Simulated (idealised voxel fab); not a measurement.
Title: Process Module voxel self aligned vias
The width of the displayed cross-section, cut, is 245 nm; its cells are square, with a size of 5 nm.
Reading order for cross-sections: top band down to bottom band. Underlying form: a grid of square cells. Band size: one or more rows of cells.
Basically the band line says how high the top is and how high the bottom is, in nm, and then what's in it from left to right, every material with its width in nm. Empty space shows up as "empty", and if a single material carries "full width" it runs the full band edge to edge.
Heights are expressed relative to 0, this being the level below which the as-received wafer comprises one material exclusively. The lowest band is unbounded in the downward direction and is denoted as in "top 0, no bottom".
The expression "30 to 40" gives the width at the extremes of the band, the first number at its top row of cells and the second at its bottom row, with the width changing by equal amounts from each row to the next in between.
Given "no alteration" for a step, no cell of the cross-section differs between before and after that step.
This entry, "Encapsulated voids", enumerates those empty regions of no fewer than 8 cells that possess no open connection to the top. Each region is reported in the form width x height at distance, the distance being taken from the left edge, with all three quantities expressed in nm.
Note: text after step settings on the step line = simulator remark on that step.
overlay nm: mask right of planned place by this much (step with mask). Neg. = left.
Layout of what follows: cross-section pairs, each bracketing one process step, the after cross-section shown only to the lowest band that changed, the step between and its settings noted under each pair. Pairs may originate in different runs of this module on the same starting wafer; a pair continues from the pair above only where its entry headed "State before" says so.

-- State before
	top 0, no bottom: Si full width
	Encapsulated voids: none

-- After the Step
	top 10, bottom 0: SiO2 full width
	Anything lower than 0 is untouched.
	Encapsulated voids: none
Name the step between the before and after sections above: CONFORMAL_DEP,material SiO2,thk nm 10

State before: The structure entering this step is exactly what the pair just above shows after its step.

-- After the Step
	top 15, bottom 10: SiCN full width
	Anything lower than 10 is untouched.
	Encapsulated voids: none
Name the step between the before and after sections above: CONFORMAL_DEP,material SiCN,thk nm 5

State before: The structure entering this step is exactly what the pair just above shows after its step.

-- After the Step
	top 40, bottom 15: lowk full width
	Anything lower than 15 is untouched.
	Encapsulated voids: none
Name the step between the before and after sections above: DIRECTIONAL_DEP,material lowk,thk nm 25

State before: The structure entering this step is exactly what the pair just above shows after its step.

-- After the Step
	top 55, bottom 40: aC full width
	Anything lower than 40 is untouched.
	Encapsulated voids: none
Name the step between the before and after sections above: DIRECTIONAL_DEP,material aC,thk nm 15

State before: The structure entering this step is exactly what the pair just above shows after its step.

-- After the Step
	top 90, bottom 55: resist 80 nm | empty 25 nm | resist 35 nm | empty 25 nm | resist 80 nm
	Anything lower than 55 is untouched.
	Encapsulated voids: none
Name the step between the before and after sections above: PATTERN,tone open,mask id LINES,material resist,width nm 25,pitch nm 60,thk nm 35,overlay nm 0

State before: The structure entering this step is exactly what the pair just above shows after its step.

-- After the Step
	top 75, bottom 55: resist 80 nm | empty 25 nm | resist 35 nm | empty 25 nm | resist 80 nm
	top 55, bottom 40: aC 80 nm | empty 25 nm | aC 35 nm | empty 25 nm | aC 80 nm
	Anything lower than 40 is untouched.
	Encapsulated voids: none
Name the step between the before and after sections above: DIRECTIONAL_ETCH,etch materials aC,depth nm 15

State before: The structure entering this step is exactly what the pair just above shows after its step.

-- After the Step
	top 55, bottom 40: aC 80 nm | empty 25 nm | aC 35 nm | empty 25 nm | aC 80 nm
	Anything lower than 40 is untouched.
	Encapsulated voids: none
Name the step between the before and after sections above: STRIP,etch materials resist

State before: The structure entering this step is exactly what the pair just above shows after its step.

-- After the Step
	top 55, bottom 40: aC 80 nm | empty 25 nm | aC 35 nm | empty 25 nm | aC 80 nm
	top 40, bottom 15: lowk 80 nm | empty 25 nm | lowk 35 nm | empty 25 nm | lowk 80 nm
	Anything lower than 15 is untouched.
	Encapsulated voids: none
Name the step between the before and after sections above: DIRECTIONAL_ETCH,etch materials lowk,depth nm 25

State before: The structure entering this step is exactly what the pair just above shows after its step.

-- After the Step
	top 40, bottom 15: lowk 80 nm | empty 25 nm | lowk 35 nm | empty 25 nm | lowk 80 nm
	Anything lower than 15 is untouched.
	Encapsulated voids: none
Name the step between the before and after sections above: STRIP,etch materials aC

State before: The structure entering this step is exactly what the pair just above shows after its step.

-- After the Step
	top 45, bottom 40: TiN 85 nm | empty 15 nm | TiN 45 nm | empty 15 nm | TiN 85 nm
	top 40, bottom 20: lowk 80 nm | TiN 5 nm | empty 15 nm | TiN 5 nm | lowk 35 nm | TiN 5 nm | empty 15 nm | TiN 5 nm | lowk 80 nm
	top 20, bottom 15: lowk 80 nm | TiN 25 nm | lowk 35 nm | TiN 25 nm | lowk 80 nm
	Anything lower than 15 is untouched.
	Encapsulated voids: none
Name the step between the before and after sections above: CONFORMAL_DEP,material TiN,thk nm 5

State before: The structure entering this step is exactly what the pair just above shows after its step.

-- After the Step
	top 50, bottom 45: W full width
	top 45, bottom 40: TiN 85 nm | W 15 nm | TiN 45 nm | W 15 nm | TiN 85 nm
	top 40, bottom 20: lowk 80 nm | TiN 5 nm | W 15 nm | TiN 5 nm | lowk 35 nm | TiN 5 nm | W 15 nm | TiN 5 nm | lowk 80 nm
	Anything lower than 20 is untouched.
	Encapsulated voids: none
Name the step between the before and after sections above: FILL_DEP,material W,thk nm 5

State before: The structure entering this step is exactly what the pair just above shows after its step.

-- After the Step
	top 40, bottom 20: lowk 80 nm | TiN 5 nm | W 15 nm | TiN 5 nm | lowk 35 nm | TiN 5 nm | W 15 nm | TiN 5 nm | lowk 80 nm
	Anything lower than 20 is untouched.
	Encapsulated voids: none
Name the step between the before and after sections above: CMP,height nm 40

State before: The structure entering this step is exactly what the pair just above shows after its step.

-- After the Step
	top 40, bottom 35: lowk 80 nm | empty 25 nm | lowk 35 nm | empty 25 nm | lowk 80 nm
	Anything lower than 35 is untouched.
	Encapsulated voids: none
Name the step between the before and after sections above: SELECTIVE_ETCH,etch materials W Ru TiN,depth nm 5

State before: The structure entering this step is exactly what the pair just above shows after its step.

-- After the Step
	top 50, bottom 40: SiN full width
	top 40, bottom 35: lowk 80 nm | SiN 25 nm | lowk 35 nm | SiN 25 nm | lowk 80 nm
	Anything lower than 35 is untouched.
	Encapsulated voids: none
Name the step between the before and after sections above: FILL_DEP,material SiN,thk nm 10

State before: The structure entering this step is exactly what the pair just above shows after its step.

-- After the Step
	top 40, bottom 35: lowk 80 nm | SiN 25 nm | lowk 35 nm | SiN 25 nm | lowk 80 nm
	Anything lower than 35 is untouched.
	Encapsulated voids: none
Name the step between the before and after sections above: CMP,height nm 40

State before: The structure entering this step is exactly what the pair just above shows after its step.

-- After the Step
	top 60, bottom 40: lowk full width
	Anything lower than 40 is untouched.
	Encapsulated voids: none
Name the step between the before and after sections above: DIRECTIONAL_DEP,material lowk,thk nm 20

State before: The structure entering this step is exactly what the pair just above shows after its step.

-- After the Step
	top 70, bottom 60: aC full width
	Anything lower than 60 is untouched.
	Encapsulated voids: none
Name the step between the before and after sections above: DIRECTIONAL_DEP,material aC,thk nm 10

State before: The structure entering this step is exactly what the pair just above shows after its step.

-- After the Step
	top 95, bottom 70: resist 75 nm | empty 35 nm | resist 25 nm | empty 35 nm | resist 75 nm
	Anything lower than 70 is untouched.
	Encapsulated voids: none
Name the step between the before and after sections above: PATTERN,tone open,mask id VIAS,material resist,width nm 35,pitch nm 60,thk nm 25,overlay nm 0

State before: The structure entering this step is exactly what the pair just above shows after its step.

-- After the Step
	top 85, bottom 70: resist 75 nm | empty 35 nm | resist 25 nm | empty 35 nm | resist 75 nm
	top 70, bottom 60: aC 75 nm | empty 35 nm | aC 25 nm | empty 35 nm | aC 75 nm
	Anything lower than 60 is untouched.
	Encapsulated voids: none
Name the step between the before and after sections above: DIRECTIONAL_ETCH,etch materials aC,depth nm 10

State before: The structure entering this step is exactly what the pair just above shows after its step.

-- After the Step
	top 70, bottom 60: aC 75 nm | empty 35 nm | aC 25 nm | empty 35 nm | aC 75 nm
	Anything lower than 60 is untouched.
	Encapsulated voids: none
Name the step between the before and after sections above: STRIP,etch materials resist

State before: The structure entering this step is exactly what the pair just above shows after its step.

-- After the Step
	top 70, bottom 60: aC 75 nm | empty 35 nm | aC 25 nm | empty 35 nm | aC 75 nm
	top 60, bottom 40: lowk 75 nm | empty 35 nm | lowk 25 nm | empty 35 nm | lowk 75 nm
	Anything lower than 40 is untouched.
	Encapsulated voids: none
Name the step between the before and after sections above: DIRECTIONAL_ETCH,etch materials lowk,depth nm 20

State before: The structure entering this step is exactly what the pair just above shows after its step.

-- After the Step
	top 70, bottom 60: aC 75 nm | empty 35 nm | aC 25 nm | empty 35 nm | aC 75 nm
	top 60, bottom 40: lowk 75 nm | empty 35 nm | lowk 25 nm | empty 35 nm | lowk 75 nm
	top 40, bottom 35: lowk 80 nm | empty 25 nm | lowk 35 nm | empty 25 nm | lowk 80 nm
	Anything lower than 35 is untouched.
	Encapsulated voids: none
Name the step between the before and after sections above: DIRECTIONAL_ETCH,etch materials SiN,depth nm 5

State before: The structure entering this step is exactly what the pair just above shows after its step.

-- After the Step
	top 60, bottom 40: lowk 75 nm | empty 35 nm | lowk 25 nm | empty 35 nm | lowk 75 nm
	Anything lower than 40 is untouched.
	Encapsulated voids: none
Name the step between the before and after sections above: STRIP,etch materials aC

State before: The structure entering this step is exactly what the pair just above shows after its step.

-- After the Step
	top 65, bottom 60: TiN 80 nm | empty 25 nm | TiN 35 nm | empty 25 nm | TiN 80 nm
	top 60, bottom 45: lowk 75 nm | TiN 5 nm | empty 25 nm | TiN 5 nm | lowk 25 nm | TiN 5 nm | empty 25 nm | TiN 5 nm | lowk 75 nm
	top 45, bottom 40: lowk 75 nm | TiN 10 nm | empty 15 nm | TiN 10 nm | lowk 25 nm | TiN 10 nm | empty 15 nm | TiN 10 nm | lowk 75 nm
	top 40, bottom 35: lowk 80 nm | TiN 25 nm | lowk 35 nm | TiN 25 nm | lowk 80 nm
	Anything lower than 35 is untouched.
	Encapsulated voids: none
Name the step between the before and after sections above: CONFORMAL_DEP,material TiN,thk nm 5

State before: The structure entering this step is exactly what the pair just above shows after its step.

-- After the Step
	top 75, bottom 65: Ru full width
	top 65, bottom 60: TiN 80 nm | Ru 25 nm | TiN 35 nm | Ru 25 nm | TiN 80 nm
	top 60, bottom 45: lowk 75 nm | TiN 5 nm | Ru 25 nm | TiN 5 nm | lowk 25 nm | TiN 5 nm | Ru 25 nm | TiN 5 nm | lowk 75 nm
	top 45, bottom 40: lowk 75 nm | TiN 10 nm | Ru 15 nm | TiN 10 nm | lowk 25 nm | TiN 10 nm | Ru 15 nm | TiN 10 nm | lowk 75 nm
	Anything lower than 40 is untouched.
	Encapsulated voids: none
Name the step between the before and after sections above: FILL_DEP,material Ru,thk nm 10

State before: The structure entering this step is exactly what the pair just above shows after its step.

-- After the Step
	top 60, bottom 45: lowk 75 nm | TiN 5 nm | Ru 25 nm | TiN 5 nm | lowk 25 nm | TiN 5 nm | Ru 25 nm | TiN 5 nm | lowk 75 nm
	Anything lower than 45 is untouched.
	Encapsulated voids: none
Name the step between the before and after sections above: CMP,height nm 60

State before: The structure entering this step is exactly what the pair just above shows after its step.

-- After the Step
	top 65, bottom 60: SiN full width
	Anything lower than 60 is untouched.
	Encapsulated voids: none
Name the step between the before and after sections above: CONFORMAL_DEP,material SiN,thk nm 5

-- State before
	top 0, no bottom: Si full width
	Encapsulated voids: none

-- After the Step
	top 5, bottom 0: SiCN full width
	Anything lower than 0 is untouched.
	Encapsulated voids: none
Name the step between the before and after sections above: CONFORMAL_DEP,material SiCN,thk nm 5

State before: The structure entering this step is exactly what the pair just above shows after its step.

-- After the Step
	top 30, bottom 5: lowk full width
	Anything lower than 5 is untouched.
	Encapsulated voids: none
Name the step between the before and after sections above: DIRECTIONAL_DEP,material lowk,thk nm 25

State before: The structure entering this step is exactly what the pair just above shows after its step.

-- After the Step
	top 45, bottom 30: aC full width
	Anything lower than 30 is untouched.
	Encapsulated voids: none
Name the step between the before and after sections above: DIRECTIONAL_DEP,material aC,thk nm 15

State before: The structure entering this step is exactly what the pair just above shows after its step.

-- After the Step
	top 80, bottom 45: resist 80 nm | empty 25 nm | resist 35 nm | empty 25 nm | resist 80 nm
	Anything lower than 45 is untouched.
	Encapsulated voids: none
Name the step between the before and after sections above: PATTERN,tone open,mask id LINES,material resist,width nm 25,pitch nm 60,thk nm 35,overlay nm 0

State before: The structure entering this step is exactly what the pair just above shows after its step.

-- After the Step
	top 65, bottom 45: resist 80 nm | empty 25 nm | resist 35 nm | empty 25 nm | resist 80 nm
	top 45, bottom 30: aC 80 nm | empty 25 nm | aC 35 nm | empty 25 nm | aC 80 nm
	Anything lower than 30 is untouched.
	Encapsulated voids: none
Name the step between the before and after sections above: DIRECTIONAL_ETCH,etch materials aC,depth nm 15

State before: The structure entering this step is exactly what the pair just above shows after its step.

-- After the Step
	top 45, bottom 30: aC 80 nm | empty 25 nm | aC 35 nm | empty 25 nm | aC 80 nm
	Anything lower than 30 is untouched.
	Encapsulated voids: none
Name the step between the before and after sections above: STRIP,etch materials resist

State before: The structure entering this step is exactly what the pair just above shows after its step.

-- After the Step
	top 45, bottom 30: aC 80 nm | empty 25 nm | aC 35 nm | empty 25 nm | aC 80 nm
	top 30, bottom 5: lowk 80 nm | empty 25 nm | lowk 35 nm | empty 25 nm | lowk 80 nm
	Anything lower than 5 is untouched.
	Encapsulated voids: none
Name the step between the before and after sections above: DIRECTIONAL_ETCH,etch materials lowk,depth nm 25

State before: The structure entering this step is exactly what the pair just above shows after its step.

-- After the Step
	top 30, bottom 5: lowk 80 nm | empty 25 nm | lowk 35 nm | empty 25 nm | lowk 80 nm
	Anything lower than 5 is untouched.
	Encapsulated voids: none
Name the step between the before and after sections above: STRIP,etch materials aC

State before: The structure entering this step is exactly what the pair just above shows after its step.

-- After the Step
	top 35, bottom 30: TiN 85 nm | empty 15 nm | TiN 45 nm | empty 15 nm | TiN 85 nm
	top 30, bottom 10: lowk 80 nm | TiN 5 nm | empty 15 nm | TiN 5 nm | lowk 35 nm | TiN 5 nm | empty 15 nm | TiN 5 nm | lowk 80 nm
	top 10, bottom 5: lowk 80 nm | TiN 25 nm | lowk 35 nm | TiN 25 nm | lowk 80 nm
	Anything lower than 5 is untouched.
	Encapsulated voids: none
Name the step between the before and after sections above: CONFORMAL_DEP,material TiN,thk nm 5

State before: The structure entering this step is exactly what the pair just above shows after its step.

-- After the Step
	top 40, bottom 35: W full width
	top 35, bottom 30: TiN 85 nm | W 15 nm | TiN 45 nm | W 15 nm | TiN 85 nm
	top 30, bottom 10: lowk 80 nm | TiN 5 nm | W 15 nm | TiN 5 nm | lowk 35 nm | TiN 5 nm | W 15 nm | TiN 5 nm | lowk 80 nm
	Anything lower than 10 is untouched.
	Encapsulated voids: none
Name the step between the before and after sections above: FILL_DEP,material W,thk nm 5

State before: The structure entering this step is exactly what the pair just above shows after its step.

-- After the Step
	top 35, bottom 30: TiN 85 nm | W 15 nm | TiN 45 nm | W 15 nm | TiN 85 nm
	Anything lower than 30 is untouched.
	Encapsulated voids: none
Name the step between the before and after sections above: SELECTIVE_ETCH,etch materials W Ru TiN,depth nm 5

State before: The structure entering this step is exactly what the pair just above shows after its step.

-- After the Step
	top 45, bottom 35: SiN full width
	Anything lower than 35 is untouched.
	Encapsulated voids: none
Name the step between the before and after sections above: FILL_DEP,material SiN,thk nm 10

State before: The structure entering this step is exactly what the pair just above shows after its step.

-- After the Step
	top 40, bottom 35: SiN full width
	Anything lower than 35 is untouched.
	Encapsulated voids: none
Name the step between the before and after sections above: CMP,height nm 40

State before: The structure entering this step is exactly what the pair just above shows after its step.

-- After the Step
	top 60, bottom 40: lowk full width
	Anything lower than 40 is untouched.
	Encapsulated voids: none
Name the step between the before and after sections above: DIRECTIONAL_DEP,material lowk,thk nm 20

State before: The structure entering this step is exactly what the pair just above shows after its step.

-- After the Step
	top 70, bottom 60: aC full width
	Anything lower than 60 is untouched.
	Encapsulated voids: none
Name the step between the before and after sections above: DIRECTIONAL_DEP,material aC,thk nm 10

State before: The structure entering this step is exactly what the pair just above shows after its step.

-- After the Step
	top 95, bottom 70: resist 75 nm | empty 35 nm | resist 25 nm | empty 35 nm | resist 75 nm
	Anything lower than 70 is untouched.
	Encapsulated voids: none
Name the step between the before and after sections above: PATTERN,tone open,mask id VIAS,material resist,width nm 35,pitch nm 60,thk nm 25,overlay nm 0

State before: The structure entering this step is exactly what the pair just above shows after its step.

-- After the Step
	top 85, bottom 70: resist 75 nm | empty 35 nm | resist 25 nm | empty 35 nm | resist 75 nm
	top 70, bottom 60: aC 75 nm | empty 35 nm | aC 25 nm | empty 35 nm | aC 75 nm
	Anything lower than 60 is untouched.
	Encapsulated voids: none
Name the step between the before and after sections above: DIRECTIONAL_ETCH,etch materials aC,depth nm 10

State before: The structure entering this step is exactly what the pair just above shows after its step.

-- After the Step
	top 70, bottom 60: aC 75 nm | empty 35 nm | aC 25 nm | empty 35 nm | aC 75 nm
	Anything lower than 60 is untouched.
	Encapsulated voids: none
Name the step between the before and after sections above: STRIP,etch materials resist

State before: The structure entering this step is exactly what the pair just above shows after its step.

-- After the Step
	top 70, bottom 60: aC 75 nm | empty 35 nm | aC 25 nm | empty 35 nm | aC 75 nm
	top 60, bottom 40: lowk 75 nm | empty 35 nm | lowk 25 nm | empty 35 nm | lowk 75 nm
	Anything lower than 40 is untouched.
	Encapsulated voids: none
Name the step between the before and after sections above: DIRECTIONAL_ETCH,etch materials lowk,depth nm 20

State before: The structure entering this step is exactly what the pair just above shows after its step.

-- After the Step
	top 70, bottom 60: aC 75 nm | empty 35 nm | aC 25 nm | empty 35 nm | aC 75 nm
	top 60, bottom 40: lowk 75 nm | empty 35 nm | lowk 25 nm | empty 35 nm | lowk 75 nm
	top 40, bottom 35: SiN 75 nm | empty 35 nm | SiN 25 nm | empty 35 nm | SiN 75 nm
	Anything lower than 35 is untouched.
	Encapsulated voids: none
Name the step between the before and after sections above: DIRECTIONAL_ETCH,etch materials SiN,depth nm 5

State before: The structure entering this step is exactly what the pair just above shows after its step.

-- After the Step
	top 60, bottom 40: lowk 75 nm | empty 35 nm | lowk 25 nm | empty 35 nm | lowk 75 nm
	Anything lower than 40 is untouched.
	Encapsulated voids: none
Name the step between the before and after sections above: STRIP,etch materials aC

State before: The structure entering this step is exactly what the pair just above shows after its step.

-- After the Step
	top 65, bottom 60: TiN 80 nm | empty 25 nm | TiN 35 nm | empty 25 nm | TiN 80 nm
	top 60, bottom 40: lowk 75 nm | TiN 5 nm | empty 25 nm | TiN 5 nm | lowk 25 nm | TiN 5 nm | empty 25 nm | TiN 5 nm | lowk 75 nm
	top 40, bottom 35: SiN 75 nm | TiN 35 nm | SiN 25 nm | TiN 35 nm | SiN 75 nm
	Anything lower than 35 is untouched.
	Encapsulated voids: none
Name the step between the before and after sections above: CONFORMAL_DEP,material TiN,thk nm 5

State before: The structure entering this step is exactly what the pair just above shows after its step.

-- After the Step
	top 75, bottom 65: Ru full width
	top 65, bottom 60: TiN 80 nm | Ru 25 nm | TiN 35 nm | Ru 25 nm | TiN 80 nm
	top 60, bottom 40: lowk 75 nm | TiN 5 nm | Ru 25 nm | TiN 5 nm | lowk 25 nm | TiN 5 nm | Ru 25 nm | TiN 5 nm | lowk 75 nm
	Anything lower than 40 is untouched.
	Encapsulated voids: none
Name the step between the before and after sections above: FILL_DEP,material Ru,thk nm 10

State before: The structure entering this step is exactly what the pair just above shows after its step.

-- After the Step
	top 60, bottom 40: lowk 75 nm | TiN 5 nm | Ru 25 nm | TiN 5 nm | lowk 25 nm | TiN 5 nm | Ru 25 nm | TiN 5 nm | lowk 75 nm
	Anything lower than 40 is untouched.
	Encapsulated voids: none
Name the step between the before and after sections above: CMP,height nm 60

State before: The structure entering this step is exactly what the pair just above shows after its step.

-- After the Step
	top 65, bottom 60: SiN full width
	Anything lower than 60 is untouched.
	Encapsulated voids: none
Name the step between the before and after sections above: CONFORMAL_DEP,material SiN,thk nm 5

-- State before
	top 70, bottom 60: aC 75 nm | empty 35 nm | aC 25 nm | empty 35 nm | aC 75 nm
	top 60, bottom 40: lowk 75 nm | empty 35 nm | lowk 25 nm | empty 35 nm | lowk 75 nm
	top 40, bottom 35: lowk 80 nm | SiN 25 nm | lowk 35 nm | SiN 25 nm | lowk 80 nm
	top 35, bottom 20: lowk 80 nm | TiN 5 nm | W 15 nm | TiN 5 nm | lowk 35 nm | TiN 5 nm | W 15 nm | TiN 5 nm | lowk 80 nm
	top 20, bottom 15: lowk 80 nm | TiN 25 nm | lowk 35 nm | TiN 25 nm | lowk 80 nm
	top 15, bottom 10: SiCN full width
	top 10, bottom 0: SiO2 full width
	top 0, no bottom: Si full width
	Encapsulated voids: none

-- After the Step
	top 70, bottom 60: aC 75 nm | empty 35 nm | aC 25 nm | empty 35 nm | aC 75 nm
	top 60, bottom 40: lowk 75 nm | empty 35 nm | lowk 25 nm | empty 35 nm | lowk 75 nm
	top 40, bottom 35: lowk 75 nm | empty 5 nm | SiN 25 nm | empty 5 nm | lowk 25 nm | empty 5 nm | SiN 25 nm | empty 5 nm | lowk 75 nm
	top 35, bottom 20: lowk 75 nm | empty 5 nm | TiN 5 nm | W 15 nm | TiN 5 nm | empty 5 nm | lowk 25 nm | empty 5 nm | TiN 5 nm | W 15 nm | TiN 5 nm | empty 5 nm | lowk 75 nm
	Anything lower than 20 is untouched.
	Encapsulated voids: none
Name the step between the before and after sections above: DIRECTIONAL_ETCH,etch materials lowk,depth nm 20

State before: The structure entering this step is exactly what the pair just above shows after its step.

-- After the Step
	top 70, bottom 60: aC 75 nm | empty 35 nm | aC 25 nm | empty 35 nm | aC 75 nm
	top 60, bottom 35: lowk 75 nm | empty 35 nm | lowk 25 nm | empty 35 nm | lowk 75 nm
	Anything lower than 35 is untouched.
	Encapsulated voids: none
Name the step between the before and after sections above: DIRECTIONAL_ETCH,etch materials SiN,depth nm 5

State before: The structure entering this step is exactly what the pair just above shows after its step.

-- After the Step
	top 60, bottom 35: lowk 75 nm | empty 35 nm | lowk 25 nm | empty 35 nm | lowk 75 nm
	Anything lower than 35 is untouched.
	Encapsulated voids: none
Name the step between the before and after sections above: STRIP,etch materials aC

State before: The structure entering this step is exactly what the pair just above shows after its step.

-- After the Step
	top 65, bottom 60: TiN 80 nm | empty 25 nm | TiN 35 nm | empty 25 nm | TiN 80 nm
	top 60, bottom 40: lowk 75 nm | TiN 5 nm | empty 25 nm | TiN 5 nm | lowk 25 nm | TiN 5 nm | empty 25 nm | TiN 5 nm | lowk 75 nm
	top 40, bottom 35: lowk 75 nm | TiN 35 nm | lowk 25 nm | TiN 35 nm | lowk 75 nm
	top 35, bottom 20: lowk 75 nm | TiN 10 nm | W 15 nm | TiN 10 nm | lowk 25 nm | TiN 10 nm | W 15 nm | TiN 10 nm | lowk 75 nm
	Anything lower than 20 is untouched.
	Encapsulated voids: none
Name the step between the before and after sections above: CONFORMAL_DEP,material TiN,thk nm 5

State before: The structure entering this step is exactly what the pair just above shows after its step.

-- After the Step
	top 75, bottom 65: Ru full width
	top 65, bottom 60: TiN 80 nm | Ru 25 nm | TiN 35 nm | Ru 25 nm | TiN 80 nm
	top 60, bottom 40: lowk 75 nm | TiN 5 nm | Ru 25 nm | TiN 5 nm | lowk 25 nm | TiN 5 nm | Ru 25 nm | TiN 5 nm | lowk 75 nm
	Anything lower than 40 is untouched.
	Encapsulated voids: none
Name the step between the before and after sections above: FILL_DEP,material Ru,thk nm 10

State before: The structure entering this step is exactly what the pair just above shows after its step.

-- After the Step
	top 60, bottom 40: lowk 75 nm | TiN 5 nm | Ru 25 nm | TiN 5 nm | lowk 25 nm | TiN 5 nm | Ru 25 nm | TiN 5 nm | lowk 75 nm
	Anything lower than 40 is untouched.
	Encapsulated voids: none
Name the step between the before and after sections above: CMP,height nm 60

State before: The structure entering this step is exactly what the pair just above shows after its step.

-- After the Step
	top 65, bottom 60: SiN full width
	Anything lower than 60 is untouched.
	Encapsulated voids: none
Name the step between the before and after sections above: CONFORMAL_DEP,material SiN,thk nm 5

-- State before
	top 5, bottom 0: SiCN full width
	top 0, no bottom: Si full width
	Encapsulated voids: none

-- After the Step
	top 15, bottom 5: SiO2 full width
	Anything lower than 5 is untouched.
	Encapsulated voids: none
Name the step between the before and after sections above: CONFORMAL_DEP,material SiO2,thk nm 10

State before: The structure entering this step is exactly what the pair just above shows after its step.

-- After the Step
	top 40, bottom 15: lowk full width
	Anything lower than 15 is untouched.
	Encapsulated voids: none
Name the step between the before and after sections above: DIRECTIONAL_DEP,material lowk,thk nm 25

State before: The structure entering this step is exactly what the pair just above shows after its step.

-- After the Step
	top 55, bottom 40: aC full width
	Anything lower than 40 is untouched.
	Encapsulated voids: none
Name the step between the before and after sections above: DIRECTIONAL_DEP,material aC,thk nm 15

State before: The structure entering this step is exactly what the pair just above shows after its step.

-- After the Step
	top 90, bottom 55: resist 80 nm | empty 25 nm | resist 35 nm | empty 25 nm | resist 80 nm
	Anything lower than 55 is untouched.
	Encapsulated voids: none
Name the step between the before and after sections above: PATTERN,tone open,mask id LINES,material resist,width nm 25,pitch nm 60,thk nm 35,overlay nm 0

State before: The structure entering this step is exactly what the pair just above shows after its step.

-- After the Step
	top 75, bottom 55: resist 80 nm | empty 25 nm | resist 35 nm | empty 25 nm | resist 80 nm
	top 55, bottom 40: aC 80 nm | empty 25 nm | aC 35 nm | empty 25 nm | aC 80 nm
	Anything lower than 40 is untouched.
	Encapsulated voids: none
Name the step between the before and after sections above: DIRECTIONAL_ETCH,etch materials aC,depth nm 15

State before: The structure entering this step is exactly what the pair just above shows after its step.

-- After the Step
	top 55, bottom 40: aC 80 nm | empty 25 nm | aC 35 nm | empty 25 nm | aC 80 nm
	Anything lower than 40 is untouched.
	Encapsulated voids: none
Name the step between the before and after sections above: STRIP,etch materials resist

State before: The structure entering this step is exactly what the pair just above shows after its step.

-- After the Step
	top 55, bottom 40: aC 80 nm | empty 25 nm | aC 35 nm | empty 25 nm | aC 80 nm
	top 40, bottom 15: lowk 80 nm | empty 25 nm | lowk 35 nm | empty 25 nm | lowk 80 nm
	Anything lower than 15 is untouched.
	Encapsulated voids: none
Name the step between the before and after sections above: DIRECTIONAL_ETCH,etch materials lowk,depth nm 25

State before: The structure entering this step is exactly what the pair just above shows after its step.

-- After the Step
	top 40, bottom 15: lowk 80 nm | empty 25 nm | lowk 35 nm | empty 25 nm | lowk 80 nm
	Anything lower than 15 is untouched.
	Encapsulated voids: none
Name the step between the before and after sections above: STRIP,etch materials aC

State before: The structure entering this step is exactly what the pair just above shows after its step.

-- After the Step
	top 45, bottom 40: TiN 85 nm | empty 15 nm | TiN 45 nm | empty 15 nm | TiN 85 nm
	top 40, bottom 20: lowk 80 nm | TiN 5 nm | empty 15 nm | TiN 5 nm | lowk 35 nm | TiN 5 nm | empty 15 nm | TiN 5 nm | lowk 80 nm
	top 20, bottom 15: lowk 80 nm | TiN 25 nm | lowk 35 nm | TiN 25 nm | lowk 80 nm
	Anything lower than 15 is untouched.
	Encapsulated voids: none
Name the step between the before and after sections above: CONFORMAL_DEP,material TiN,thk nm 5

State before: The structure entering this step is exactly what the pair just above shows after its step.

-- After the Step
	top 50, bottom 45: W full width
	top 45, bottom 40: TiN 85 nm | W 15 nm | TiN 45 nm | W 15 nm | TiN 85 nm
	top 40, bottom 20: lowk 80 nm | TiN 5 nm | W 15 nm | TiN 5 nm | lowk 35 nm | TiN 5 nm | W 15 nm | TiN 5 nm | lowk 80 nm
	Anything lower than 20 is untouched.
	Encapsulated voids: none
Name the step between the before and after sections above: FILL_DEP,material W,thk nm 5

State before: The structure entering this step is exactly what the pair just above shows after its step.

-- After the Step
	top 40, bottom 20: lowk 80 nm | TiN 5 nm | W 15 nm | TiN 5 nm | lowk 35 nm | TiN 5 nm | W 15 nm | TiN 5 nm | lowk 80 nm
	Anything lower than 20 is untouched.
	Encapsulated voids: none
Name the step between the before and after sections above: CMP,height nm 40

State before: The structure entering this step is exactly what the pair just above shows after its step.

-- After the Step
	top 40, bottom 35: lowk 80 nm | empty 25 nm | lowk 35 nm | empty 25 nm | lowk 80 nm
	Anything lower than 35 is untouched.
	Encapsulated voids: none
Name the step between the before and after sections above: SELECTIVE_ETCH,etch materials W Ru TiN,depth nm 5

State before: The structure entering this step is exactly what the pair just above shows after its step.

-- After the Step
	top 50, bottom 40: SiN full width
	top 40, bottom 35: lowk 80 nm | SiN 25 nm | lowk 35 nm | SiN 25 nm | lowk 80 nm
	Anything lower than 35 is untouched.
	Encapsulated voids: none
Name the step between the before and after sections above: FILL_DEP,material SiN,thk nm 10

State before: The structure entering this step is exactly what the pair just above shows after its step.

-- After the Step
	top 40, bottom 35: lowk 80 nm | SiN 25 nm | lowk 35 nm | SiN 25 nm | lowk 80 nm
	Anything lower than 35 is untouched.
	Encapsulated voids: none
Name the step between the before and after sections above: CMP,height nm 40

State before: The structure entering this step is exactly what the pair just above shows after its step.

-- After the Step
	top 60, bottom 40: lowk full width
	Anything lower than 40 is untouched.
	Encapsulated voids: none
Name the step between the before and after sections above: DIRECTIONAL_DEP,material lowk,thk nm 20

State before: The structure entering this step is exactly what the pair just above shows after its step.

-- After the Step
	top 70, bottom 60: aC full width
	Anything lower than 60 is untouched.
	Encapsulated voids: none
Name the step between the before and after sections above: DIRECTIONAL_DEP,material aC,thk nm 10

State before: The structure entering this step is exactly what the pair just above shows after its step.

-- After the Step
	top 95, bottom 70: resist 75 nm | empty 35 nm | resist 25 nm | empty 35 nm | resist 75 nm
	Anything lower than 70 is untouched.
	Encapsulated voids: none
Name the step between the before and after sections above: PATTERN,tone open,mask id VIAS,material resist,width nm 35,pitch nm 60,thk nm 25,overlay nm 0

State before: The structure entering this step is exactly what the pair just above shows after its step.

-- After the Step
	top 85, bottom 70: resist 75 nm | empty 35 nm | resist 25 nm | empty 35 nm | resist 75 nm
	top 70, bottom 60: aC 75 nm | empty 35 nm | aC 25 nm | empty 35 nm | aC 75 nm
	Anything lower than 60 is untouched.
	Encapsulated voids: none
Name the step between the before and after sections above: DIRECTIONAL_ETCH,etch materials aC,depth nm 10

State before: The structure entering this step is exactly what the pair just above shows after its step.

-- After the Step
	top 70, bottom 60: aC 75 nm | empty 35 nm | aC 25 nm | empty 35 nm | aC 75 nm
	Anything lower than 60 is untouched.
	Encapsulated voids: none
Name the step between the before and after sections above: STRIP,etch materials resist
